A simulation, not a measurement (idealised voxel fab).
process module | voxel self aligned vias
cross-section cut | 240 nm wide | cells 5 nm
A cross-section is a grid of square cells, given in bands from the top down. A band is one or more rows of cells.
Each band's line starts with the height of the band's top and of its bottom, in nm. Then come its materials from left to right, each with its width in nm. One material with "throughout" fills the band from edge to edge. "air" is empty space.
Height 0 is the level under which the wafer as received is all one material. The lowest band goes on downwards, as in "0 down".
A width such as "30 to 40" changes by the same amount from each row of cells to the next, from the band's top row to its bottom row.
"no change" after a step means that no cell of the cross-section changed.
closed voids: empty space of 8 cells or more with no open way to the top, each as width x height at its distance from the left edge, in nm
after a step's settings: what the simulator itself notes on the step
overlay nm, on a step with a mask: how far to the right of its planned place the mask lay; to the left if negative
plan
1 op RECEIVE | material Si
2 op CONFORMAL_DEP | material SiO2 | thk nm 10
3 op CONFORMAL_DEP | material SiCN | thk nm 5
4 op DIRECTIONAL_DEP | material SiO2 | thk nm 20
5 op PATTERN | tone open | mask id LINES | material resist | width nm 25 | pitch nm 60 | thk nm 20 | overlay nm 0
6 op DIRECTIONAL_ETCH | etch materials SiO2 | depth nm 20
7 op STRIP | etch materials resist
8 op CONFORMAL_DEP | material TiN | thk nm 5
9 op FILL_DEP | material W | thk nm 10
10 op CMP | height nm 35
11 op SELECTIVE_ETCH | etch materials W Ru TiN | depth nm 10
12 op FILL_DEP | material SiN | thk nm 10
13 op CMP | height nm 35
14 op DIRECTIONAL_DEP | material SiO2 | thk nm 20
15 op DIRECTIONAL_DEP | material aC | thk nm 15
16 op PATTERN | tone open | mask id VIAS | material resist | width nm 35 | thk nm 35 | overlay nm 0
17 op DIRECTIONAL_ETCH | etch materials aC | depth nm 15
18 op STRIP | etch materials resist
19 op DIRECTIONAL_ETCH | etch materials SiO2 | depth nm 20
20 op DIRECTIONAL_ETCH | etch materials SiN | depth nm 10
21 op STRIP | etch materials aC
22 op CONFORMAL_DEP | material TiN | thk nm 5
23 op FILL_DEP | material Ru | thk nm 10
24 op CMP | height nm 55
25 op CONFORMAL_DEP | material SiN | thk nm 5
as received, after step 1
  0 down: Si throughout
  closed voids: none
a wafer at the end: this start, this plan, one mistake
  60 to 55: SiN throughout
  55 to 40: SiO2 70 | TiN 5 | Ru 25 | TiN 5 | SiO2 135
  40 to 35: SiO2 70 | TiN 35 | SiO2 135
  35 to 25: SiO2 75 | W 25 | SiO2 35 | W 25 | SiO2 80
  25 to 20: SiO2 75 | TiN 5 | W 15 | TiN 5 | SiO2 35 | TiN 5 | W 15 | TiN 5 | SiO2 80
  20 to 15: SiO2 75 | TiN 25 | SiO2 35 | TiN 25 | SiO2 80
  15 to 10: SiCN throughout
  10 to 0: SiO2 throughout
  0 down: Si throughout
  closed voids: none
what went wrong: step 12 ran as: op FILL_DEP | material W | thk nm 10
